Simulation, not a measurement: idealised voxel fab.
The following is a process module called voxel transistor to metal.
Pictured: cross-section cut, 180 nm wide, on a grid of 5 nm square cells.
Square cells in a grid make up a cross-section in this document, and the grid is given as bands, listed from the top down, each one or more rows of cells.
The entry gives the band's vertical extent as a top height and a bottom height in nm, then its horizontal make-up as materials from left to right, each with a width in nm. "empty" stands for empty space; a single material marked "everywhere" fills the band edge to edge.
Height datum 0, below which the as-received substrate wafer is one material. Lowest band open at the bottom, running downward: "z 0 and below".
Top row gets the first number, bottom row gets the second, and each row in between changes by the same step: that is how a band width like "30..40" works.
Where a step carries "everything unchanged", the cross-section came out of it unchanged, cell for cell.
In "Tabulated closed voids" the enclosed voids are listed, meaning empty spaces of 8 cells or larger without any opening to the top. The form is width x height at distance, distance from the left edge, units nm.
Anything after a step's settings on that line? It's the simulator's own note about the step.
The line of a step may include "overlay nm". On a step with a mask, this value is how far to the right of its planned place the mask lay. A negative value means the mask lay to the left.

HERE'S WHAT THE PLANNED PROCESS STEPS LOOK LIKE
step 1: RECEIVE (material Si)
step 2: OXIDIZE (depth nm 5)
step 3: CONFORMAL_DEP (material SiN; thk nm 15)
step 4: PATTERN (tone cover; mask id ACTIVE; material resist; width nm 115; thk nm 15; overlay nm 0)
step 5: DIRECTIONAL_ETCH (etch materials SiN; depth nm 15)
step 6: DIRECTIONAL_ETCH (etch materials SiO2; depth nm 5)
step 7: DIRECTIONAL_ETCH (etch materials Si; depth nm 25)
step 8: STRIP (etch materials resist)
step 9: OXIDIZE (depth nm 5)
step 10: FILL_DEP (material SiO2; thk nm 15)
step 11: CMP (height nm 15)
step 12: SELECTIVE_ETCH (etch materials SiO2; depth nm 10)
step 13: STRIP (etch materials SiN)
step 14: SELECTIVE_ETCH (etch materials SiO2; depth nm 5)
step 15: OXIDIZE (depth nm 5)
step 16: DIRECTIONAL_DEP (material polySi; thk nm 30)
step 17: DIRECTIONAL_DEP (material SiCN; thk nm 10)
step 18: PATTERN (tone cover; mask id GATE; material resist; width nm 25; thk nm 15; overlay nm 0)
step 19: DIRECTIONAL_ETCH (etch materials SiCN; depth nm 20)
step 20: DIRECTIONAL_ETCH (etch materials polySi; depth nm 40)
step 21: STRIP (etch materials resist)
step 22: CONFORMAL_DEP (material SiN; thk nm 5)
step 23: DIRECTIONAL_ETCH (etch materials SiN; depth nm 5)
step 24: DIRECTIONAL_ETCH (etch materials SiO2; depth nm 5)
step 25: DIRECTIONAL_ETCH (etch materials Si; depth nm 10)
step 26: EPI (material nSi; thk nm 10)
step 27: FILL_DEP (material SiO2; thk nm 10)
step 28: CMP (height nm 25)
step 29: STRIP (etch materials polySi)
step 30: SELECTIVE_ETCH (etch materials SiO2; depth nm 5)
step 31: CONFORMAL_DEP (material HfO2; thk nm 5)
step 32: CONFORMAL_DEP (material TiN; thk nm 5)
step 33: FILL_DEP (material W; thk nm 5)
step 34: CMP (height nm 20)
step 35: DIRECTIONAL_DEP (material SiO2; thk nm 15)
step 36: DIRECTIONAL_DEP (material aC; thk nm 15)
step 37: PATTERN (tone open; mask id CONTACT; material resist; width nm 20; pitch nm 85; thk nm 30; overlay nm 0)
step 38: DIRECTIONAL_ETCH (etch materials aC; depth nm 15)
step 39: STRIP (etch materials resist)
step 40: DIRECTIONAL_ETCH (etch materials SiO2; depth nm 45)
step 41: STRIP (etch materials aC)
step 42: CONFORMAL_DEP (material TiN; thk nm 5)
step 43: FILL_DEP (material Ru; thk nm 5)
step 44: CMP (height nm 35)
step 45: CONFORMAL_DEP (material SiCN; thk nm 5)
step 46: DIRECTIONAL_DEP (material lowk; thk nm 20)
step 47: DIRECTIONAL_DEP (material aC; thk nm 15)
step 48: PATTERN (tone open; mask id METAL_1; material resist; width nm 20; pitch nm 85; thk nm 35; overlay nm 0)
step 49: DIRECTIONAL_ETCH (etch materials aC; depth nm 15)
step 50: STRIP (etch materials resist)
step 51: DIRECTIONAL_ETCH (etch materials lowk; depth nm 20)
step 52: DIRECTIONAL_ETCH (etch materials SiCN; depth nm 5)
step 53: STRIP (etch materials aC)
step 54: CONFORMAL_DEP (material TiN; thk nm 5)
step 55: FILL_DEP (material Ru; thk nm 10)
step 56: CMP (height nm 60)
step 57: CONFORMAL_DEP (material SiCN; thk nm 5)
step 58: DIRECTIONAL_DEP (material SiO2; thk nm 30)
step 59: MASKED_ETCH (tone open; mask id METAL_2_HOLES; width nm 15; pitch nm 85; etch materials SiO2; depth nm 30; overlay nm 0)
step 60: DIRECTIONAL_DEP (material aC; thk nm 10)
step 61: PATTERN (tone open; mask id METAL_2; material resist; width nm 20; pitch nm 85; thk nm 30; overlay nm 0)
step 62: DIRECTIONAL_ETCH (etch materials aC; depth nm 10)
step 63: STRIP (etch materials resist)
step 64: DIRECTIONAL_ETCH (etch materials SiO2; depth nm 15)
step 65: DIRECTIONAL_ETCH (etch materials SiCN; depth nm 5)
step 66: STRIP (etch materials aC)
step 67: CONFORMAL_DEP (material TiN; thk nm 5)
step 68: FILL_DEP (material Cu; thk nm 10)
step 69: CMP (height nm 95)
step 70: CONFORMAL_DEP (material SiCN; thk nm 5)

DELIVERED WAFER IN CROSS-SECTION: STATE AFTER STEP 1
- z 0 and below | Si everywhere
- Tabulated closed voids: none

LOOKING AT THE FIRST OF TWO WAFERS IN CROSS-SECTION AT END OF MODULE - RAN TO PLAN
- z 100 to 95 | SiCN everywhere
- z 95 to 85 | SiO2 35 | TiN 5 | Cu 10 | TiN 5 | SiO2 65 | TiN 5 | Cu 10 | TiN 5 | SiO2 40
- z 85 to 80 | SiO2 35 | TiN 5 | Cu 5 | TiN 10 | SiO2 65 | TiN 5 | Cu 5 | TiN 10 | SiO2 40
- z 80 to 65 | SiO2 35 | TiN 5 | Cu 5 | TiN 5 | SiO2 70 | TiN 5 | Cu 5 | TiN 5 | SiO2 45
- z 65 to 60 | SiCN 35 | TiN 15 | SiCN 70 | TiN 15 | SiCN 45
- z 60 to 40 | lowk 35 | TiN 5 | Ru 10 | TiN 5 | lowk 65 | TiN 5 | Ru 10 | TiN 5 | lowk 40
- z 40 to 35 | SiCN 35 | TiN 20 | SiCN 65 | TiN 20 | SiCN 40
- z 35 to 20 | SiO2 35 | TiN 5 | Ru 10 | TiN 5 | SiO2 65 | TiN 5 | Ru 10 | TiN 5 | SiO2 40
- z 20 to 0 | SiO2 35 | TiN 5 | Ru 10 | TiN 5 | SiO2 15 | SiN 5 | HfO2 5 | TiN 5 | W 5 | TiN 5 | HfO2 5 | SiN 5 | SiO2 15 | TiN 5 | Ru 10 | TiN 5 | SiO2 40
- z 0 to -5 | SiO2 25 | SiN 5 | SiO2 5 | TiN 5 | Ru 10 | TiN 5 | SiO2 5 | nSi 10 | SiN 5 | HfO2 5 | TiN 15 | HfO2 5 | SiN 5 | nSi 10 | SiO2 5 | TiN 5 | Ru 10 | TiN 5 | SiO2 5 | SiN 5 | SiO2 30
- z -5 to -10 | SiO2 35 | TiN 20 | SiO2 5 | nSi 10 | HfO2 35 | nSi 10 | SiO2 5 | TiN 20 | SiO2 40
- z -10 to -20 | SiO2 35 | nSi 35 | Si 35 | nSi 35 | SiO2 40
- z -20 to -35 | SiO2 35 | Si 105 | SiO2 40
- z -35 and below | Si everywhere
- Tabulated closed voids: none

END OF MODULE, SECOND WAFER, CROSS-SECTION. STARTED LIKE THE FIRST, PLANNED LIKE THE FIRST, RUN WITH ONE MISTAKE
- z 100 to 95 | SiCN everywhere
- z 95 to 85 | SiO2 35 | TiN 5 | Cu 10 | TiN 5 | SiO2 65 | TiN 5 | Cu 10 | TiN 5 | SiO2 40
- z 85 to 80 | SiO2 35 | TiN 5 | Cu 5 | TiN 10 | SiO2 65 | TiN 5 | Cu 5 | TiN 10 | SiO2 40
- z 80 to 65 | SiO2 35 | TiN 5 | Cu 5 | TiN 5 | SiO2 70 | TiN 5 | Cu 5 | TiN 5 | SiO2 45
- z 65 to 60 | SiCN 35 | TiN 15 | SiCN 70 | TiN 15 | SiCN 45
- z 60 to 40 | lowk 35 | TiN 5 | Ru 10 | TiN 5 | lowk 65 | TiN 5 | Ru 10 | TiN 5 | lowk 40
- z 40 to 35 | SiCN 35 | TiN 20 | SiCN 65 | TiN 20 | SiCN 40
- z 35 to 20 | SiO2 35 | TiN 5 | Ru 10 | TiN 5 | SiO2 65 | TiN 5 | Ru 10 | TiN 5 | SiO2 40
- z 20 to 0 | SiO2 35 | TiN 5 | Ru 10 | TiN 5 | SiO2 15 | SiN 5 | HfO2 5 | TiN 5 | W 5 | TiN 5 | HfO2 5 | SiN 5 | SiO2 15 | TiN 5 | Ru 10 | TiN 5 | SiO2 40
- z 0 to -5 | SiO2 35 | TiN 5 | Ru 10 | TiN 5 | SiO2 5 | nSi 10 | SiN 5 | HfO2 5 | TiN 15 | HfO2 5 | SiN 5 | nSi 10 | SiO2 5 | TiN 5 | Ru 10 | TiN 5 | SiO2 40
- z -5 to -10 | SiO2 30 | SiN 5 | TiN 20 | SiO2 5 | nSi 10 | HfO2 35 | nSi 10 | SiO2 5 | TiN 20 | SiN 5 | SiO2 35
- z -10 to -15 | SiO2 15 | SiN 5 | SiO2 10 | SiN 5 | SiO2 5 | nSi 30 | Si 35 | nSi 30 | SiO2 5 | SiN 5 | SiO2 10 | SiN 5 | SiO2 20
- z -15 to -20 | SiO2 40 | nSi 30 | Si 35 | nSi 30 | SiO2 45
- z -20 to -35 | SiO2 35 | Si 105 | SiO2 40
- z -35 and below | Si everywhere
- Tabulated closed voids: none
What was the processing mistake? step 14 was not run as planned; what actually ran was SELECTIVE_ETCH (etch materials SiO2; depth nm 15)
Upon completion, the second wafer contains, in terms of cells, a greater or smaller amount of certain materials than the first wafer: SiN +4; nSi -4
